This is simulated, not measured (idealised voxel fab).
process module | voxel transistor to metal
cross-section cut | 200 nm wide | cells 5 nm
A cross-section is a grid of square cells, given in bands from the top down. A band is one or more rows of cells.
Each band's line starts with the height of the band's top and of its bottom, in nm. Then come its materials from left to right, each with its width in nm. One material with "throughout" fills the band from edge to edge. "air" is empty space.
Height 0 is the level under which the wafer as received is all one material. The lowest band goes on downwards, as in "0 down".
A width such as "30 to 40" changes by the same amount from each row of cells to the next, from the band's top row to its bottom row.
"no change" after a step means that no cell of the cross-section changed.
closed voids: empty space of 8 cells or more with no open way to the top, each as width x height at its distance from the left edge, in nm
after a step's settings: what the simulator itself notes on the step
overlay nm, on a step with a mask: how far to the right of its planned place the mask lay; to the left if negative
plan
1 op RECEIVE | material Si
2 op CONFORMAL_DEP | material SiO2 | thk nm 5
3 op CONFORMAL_DEP | material SiN | thk nm 10
4 op MASKED_ETCH | tone cover | mask id ACTIVE | width nm 135 | etch materials SiN | depth nm 10 | overlay nm 0
5 op MASKED_ETCH | tone cover | mask id ACTIVE | width nm 135 | etch materials SiO2 | depth nm 5 | overlay nm 0
6 op MASKED_ETCH | tone cover | mask id ACTIVE | width nm 135 | etch materials Si | depth nm 35 | overlay nm 0
7 op OXIDIZE | depth nm 5
8 op FILL_DEP | material SiO2 | thk nm 10
9 op CMP | height nm 15
10 op SELECTIVE_ETCH | etch materials SiO2 | depth nm 5
11 op STRIP | etch materials SiN
12 op SELECTIVE_ETCH | etch materials SiO2 | depth nm 5
13 op OXIDIZE | depth nm 5
14 op DIRECTIONAL_DEP | material polySi | thk nm 30
15 op DIRECTIONAL_DEP | material SiCN | thk nm 15
16 op DIRECTIONAL_DEP | material aC | thk nm 15
17 op PATTERN | tone cover | mask id GATE | material resist | width nm 35 | thk nm 35 | overlay nm 0
18 op DIRECTIONAL_ETCH | etch materials aC | depth nm 15
19 op STRIP | etch materials resist
20 op DIRECTIONAL_ETCH | etch materials SiCN | depth nm 25
21 op DIRECTIONAL_ETCH | etch materials polySi | depth nm 40
22 op STRIP | etch materials aC
23 op CONFORMAL_DEP | material SiO2 | thk nm 5
24 op DIRECTIONAL_ETCH | etch materials SiO2 | depth nm 5
25 op CONFORMAL_DEP | material SiN | thk nm 10
26 op DIRECTIONAL_ETCH | etch materials SiN | depth nm 10
27 op DIRECTIONAL_ETCH | etch materials SiO2 | depth nm 5
28 op DIRECTIONAL_ETCH | etch materials Si | depth nm 5
29 op EPI | material pSi | thk nm 5
30 op FILL_DEP | material SiO2 | thk nm 5
31 op CMP | height nm 30
32 op STRIP | etch materials polySi
33 op SELECTIVE_ETCH | etch materials SiO2 | depth nm 5
34 op CONFORMAL_DEP | material HfO2 | thk nm 5
35 op CONFORMAL_DEP | material TiN | thk nm 5
36 op FILL_DEP | material W | thk nm 5
37 op CMP | height nm 25
38 op DIRECTIONAL_DEP | material SiO2 | thk nm 10
39 op PATTERN | tone open | mask id CONTACT | material resist | width nm 20 | pitch nm 95 | thk nm 15 | overlay nm 0
40 op DIRECTIONAL_ETCH | etch materials SiO2 | depth nm 40
41 op STRIP | etch materials resist
42 op CONFORMAL_DEP | material TiN | thk nm 5
43 op FILL_DEP | material W | thk nm 10
44 op CMP | height nm 35
45 op DIRECTIONAL_DEP | material TiN | thk nm 5
46 op DIRECTIONAL_DEP | material Ru | thk nm 15
47 op MASKED_ETCH | tone cover | mask id METAL_1 | width nm 20 | pitch nm 95 | etch materials Ru | depth nm 15 | overlay nm 0
48 op MASKED_ETCH | tone cover | mask id METAL_1 | width nm 20 | pitch nm 95 | etch materials TiN | depth nm 5 | overlay nm 0
49 op CONFORMAL_DEP | material SiN | thk nm 5
50 op FILL_DEP | material lowk | thk nm 5
51 op CMP | height nm 55
52 op CONFORMAL_DEP | material SiCN | thk nm 5
as received, after step 1
  0 down: Si throughout
  closed voids: none
a wafer at the end: this start, this plan, one mistake
  60 to 55: SiCN throughout
  55 to 40: lowk 35 | SiN 5 | Ru 20 | SiN 5 | lowk 65 | SiN 5 | Ru 20 | SiN 5 | lowk 40
  40 to 35: SiN 40 | TiN 20 | SiN 75 | TiN 20 | SiN 45
  35 to 25: SiO2 40 | TiN 5 | W 10 | TiN 5 | SiO2 75 | TiN 5 | W 10 | TiN 5 | SiO2 45
  25 to 10: SiO2 40 | TiN 5 | W 10 | TiN 5 | SiO2 5 | SiN 10 | HfO2 5 | TiN 5 | W 25 | TiN 5 | HfO2 5 | SiN 10 | SiO2 5 | TiN 5 | W 10 | TiN 5 | SiO2 45
  10 to 5: SiO2 40 | TiN 10 | W 5 | TiN 5 | SiO2 5 | SiN 10 | HfO2 5 | TiN 5 | W 25 | TiN 5 | HfO2 5 | SiN 10 | SiO2 5 | TiN 5 | W 5 | TiN 10 | SiO2 45
  5 to 0: SiO2 35 | SiN 10 | TiN 15 | SiO2 5 | SiN 10 | HfO2 5 | TiN 35 | HfO2 5 | SiN 10 | SiO2 5 | TiN 15 | SiN 10 | SiO2 40
  0 to -5: SiO2 45 | pSi 5 | TiN 10 | pSi 5 | SiO2 10 | HfO2 45 | SiO2 10 | pSi 5 | TiN 10 | pSi 5 | SiO2 50
  -5 to -10: SiO2 35 | Si 10 | pSi 20 | Si 65 | pSi 20 | Si 10 | SiO2 40
  -10 to -40: SiO2 35 | Si 125 | SiO2 40
  -40 down: Si throughout
  closed voids: none
what went wrong: step 4 ran as: op MASKED_ETCH | tone cover | mask id ACTIVE | width nm 125 | etch materials SiN | depth nm 10 | overlay nm 0
